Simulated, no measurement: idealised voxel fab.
process module | voxel spacer lines
For reference, the cross-section in this document is cut, with width 225 nm and square cells of 5 nm.
When this document writes out a cross-section, it uses a grid of square cells and lists it as bands, beginning at the top and moving down, with a band standing for one or more rows of cells. It is stipulated that each band's entry specify, in nanometres, the height of the top of the band and then that of its bottom, followed by the materials of the band in left-to-right sequence, each together with its width in nanometres. A single material marked by the word "edge to edge" is understood to fill the band from edge to edge; the word "blank" is understood to denote empty space. Height is counted from the level 0, under which the received wafer is composed throughout of one material. The lowest of the bands is not closed at the bottom but continues downward, in the notation "0 and below". Top row gets the first number, bottom row gets the second, and each row in between changes by the same step: that is how a band width like "30..40" works. Step marked "no alterations made"? Then no cell in the cross-section changed in it. Enclosed voids (no open way to top), threshold 8 cells or more, entry "Closed void entries", notation width x height at distance, distance from left edge, nm. That trailing text on a step's line, after the settings, is the simulator's own remark on the step. Steps that use a mask can have "overlay nm" on their line. It says how far the mask sat to the right of where it was meant to be. Negative means to the left.

Below is the list of planned process steps
1 RECEIVE with material Si
2 CONFORMAL_DEP with material Al2O3, thk nm 5
3 DIRECTIONAL_DEP with material polySi, thk nm 20
4 DIRECTIONAL_DEP with material aC, thk nm 20
5 PATTERN with tone cover, mask id MANDREL, material resist, width nm 20, pitch nm 70, thk nm 25, overlay nm 0
6 DIRECTIONAL_ETCH with etch materials aC, depth nm 20
7 STRIP with etch materials resist
8 CONFORMAL_DEP with material SiN, thk nm 15
9 DIRECTIONAL_ETCH with etch materials SiN, depth nm 15
10 STRIP with etch materials aC
11 DIRECTIONAL_ETCH with etch materials polySi, depth nm 20
12 STRIP with etch materials SiN

On the first of the two wafers: run conducted according to plan

Incoming wafer in cross-section (state: after step 1)
  0 and below  Si edge to edge
  Closed void entries: none

Cross-sectional representation of the wafer at the conclusion of step 2
  5 down to 0  Al2O3 edge to edge
  Whatever lies below 0 is exactly as it was before.

Cross-sectional representation of the wafer at the conclusion of step 3
  25 down to 5  polySi edge to edge
  Whatever lies below 5 is exactly as it was before.

Cross-sectional representation of the wafer at the conclusion of step 4
  45 down to 25  aC edge to edge
  Whatever lies below 25 is exactly as it was before.

Cross-sectional representation of the wafer at the conclusion of step 5
  70 down to 45  30 blank | 20 resist | 50 blank | 20 resist | 50 blank | 20 resist | 35 blank
  Whatever lies below 45 is exactly as it was before.

Cross-sectional representation of the wafer at the conclusion of step 6
  50 down to 45  30 blank | 20 resist | 50 blank | 20 resist | 50 blank | 20 resist | 35 blank
  45 down to 25  30 blank | 20 aC | 50 blank | 20 aC | 50 blank | 20 aC | 35 blank
  Whatever lies below 25 is exactly as it was before.

Cross-sectional representation of the wafer at the conclusion of step 7
  45 down to 25  30 blank | 20 aC | 50 blank | 20 aC | 50 blank | 20 aC | 35 blank
  Whatever lies below 25 is exactly as it was before.

Cross-sectional representation of the wafer at the conclusion of step 8
  60 down to 45  15 blank | 50 SiN | 20 blank | 50 SiN | 20 blank | 50 SiN | 20 blank
  45 down to 40  15 blank | 15 SiN | 20 aC | 15 SiN | 20 blank | 15 SiN | 20 aC | 15 SiN | 20 blank | 15 SiN | 20 aC | 15 SiN | 20 blank
  40 down to 25  30 SiN | 20 aC | 50 SiN | 20 aC | 50 SiN | 20 aC | 35 SiN
  Whatever lies below 25 is exactly as it was before.

Cross-sectional representation of the wafer at the conclusion of step 9
  45 down to 25  15 blank | 15 SiN | 20 aC | 15 SiN | 20 blank | 15 SiN | 20 aC | 15 SiN | 20 blank | 15 SiN | 20 aC | 15 SiN | 20 blank
  Whatever lies below 25 is exactly as it was before.

Cross-sectional representation of the wafer at the conclusion of step 10
  45 down to 25  15 blank | 15 SiN | 20 blank | 15 SiN | 20 blank | 15 SiN | 20 blank | 15 SiN | 20 blank | 15 SiN | 20 blank | 15 SiN | 20 blank
  Whatever lies below 25 is exactly as it was before.

Cross-sectional representation of the wafer at the conclusion of step 11
  45 down to 25  15 blank | 15 SiN | 20 blank | 15 SiN | 20 blank | 15 SiN | 20 blank | 15 SiN | 20 blank | 15 SiN | 20 blank | 15 SiN | 20 blank
  25 down to 5  15 blank | 15 polySi | 20 blank | 15 polySi | 20 blank | 15 polySi | 20 blank | 15 polySi | 20 blank | 15 polySi | 20 blank | 15 polySi | 20 blank
  Whatever lies below 5 is exactly as it was before.

Cross-sectional representation of the wafer at the conclusion of step 12
  25 down to 5  15 blank | 15 polySi | 20 blank | 15 polySi | 20 blank | 15 polySi | 20 blank | 15 polySi | 20 blank | 15 polySi | 20 blank | 15 polySi | 20 blank
  Whatever lies below 5 is exactly as it was before.

Notes, second wafer: start = first wafer's, plan = first wafer's, execution had one mistake; history identical to first through step 4

Cross-sectional representation of the second wafer at the time designated in the plan for the completion of step 5
  70 down to 45  20 blank | 20 resist | 50 blank | 20 resist | 50 blank | 20 resist | 45 blank
  Whatever lies below 45 is exactly as it was before.

Cross-sectional representation of the second wafer at the time designated in the plan for the completion of step 6
  50 down to 45  20 blank | 20 resist | 50 blank | 20 resist | 50 blank | 20 resist | 45 blank
  45 down to 25  20 blank | 20 aC | 50 blank | 20 aC | 50 blank | 20 aC | 45 blank
  Whatever lies below 25 is exactly as it was before.

Cross-sectional representation of the second wafer at the time designated in the plan for the completion of step 7
  45 down to 25  20 blank | 20 aC | 50 blank | 20 aC | 50 blank | 20 aC | 45 blank
  Whatever lies below 25 is exactly as it was before.

Cross-sectional representation of the second wafer at the time designated in the plan for the completion of step 8
  60 down to 45  5 blank | 50 SiN | 20 blank | 50 SiN | 20 blank | 50 SiN | 30 blank
  45 down to 40  5 blank | 15 SiN | 20 aC | 15 SiN | 20 blank | 15 SiN | 20 aC | 15 SiN | 20 blank | 15 SiN | 20 aC | 15 SiN | 30 blank
  40 down to 25  20 SiN | 20 aC | 50 SiN | 20 aC | 50 SiN | 20 aC | 45 SiN
  Whatever lies below 25 is exactly as it was before.

Cross-sectional representation of the second wafer at the time designated in the plan for the completion of step 9
  45 down to 25  5 blank | 15 SiN | 20 aC | 15 SiN | 20 blank | 15 SiN | 20 aC | 15 SiN | 20 blank | 15 SiN | 20 aC | 15 SiN | 30 blank
  Whatever lies below 25 is exactly as it was before.

Cross-sectional representation of the second wafer at the time designated in the plan for the completion of step 10
  45 down to 25  5 blank | 15 SiN | 20 blank | 15 SiN | 20 blank | 15 SiN | 20 blank | 15 SiN | 20 blank | 15 SiN | 20 blank | 15 SiN | 30 blank
  Whatever lies below 25 is exactly as it was before.

Cross-sectional representation of the second wafer at the time designated in the plan for the completion of step 11
  45 down to 25  5 blank | 15 SiN | 20 blank | 15 SiN | 20 blank | 15 SiN | 20 blank | 15 SiN | 20 blank | 15 SiN | 20 blank | 15 SiN | 30 blank
  25 down to 5  5 blank | 15 polySi | 20 blank | 15 polySi | 20 blank | 15 polySi | 20 blank | 15 polySi | 20 blank | 15 polySi | 20 blank | 15 polySi | 30 blank
  Whatever lies below 5 is exactly as it was before.

Cross-sectional representation of the second wafer at the time designated in the plan for the completion of step 12
  25 down to 5  5 blank | 15 polySi | 20 blank | 15 polySi | 20 blank | 15 polySi | 20 blank | 15 polySi | 20 blank | 15 polySi | 20 blank | 15 polySi | 30 blank
  Whatever lies below 5 is exactly as it was before.
Misprocessing identified: note that step 5 departed from the planned setting and was carried out as PATTERN with tone cover, mask id MANDREL, material resist, width nm 20, pitch nm 70, thk nm 25, overlay nm -10
Comparing end states, the material composition by cell count is preserved from the first wafer to the second, while the locations of the cells are not.
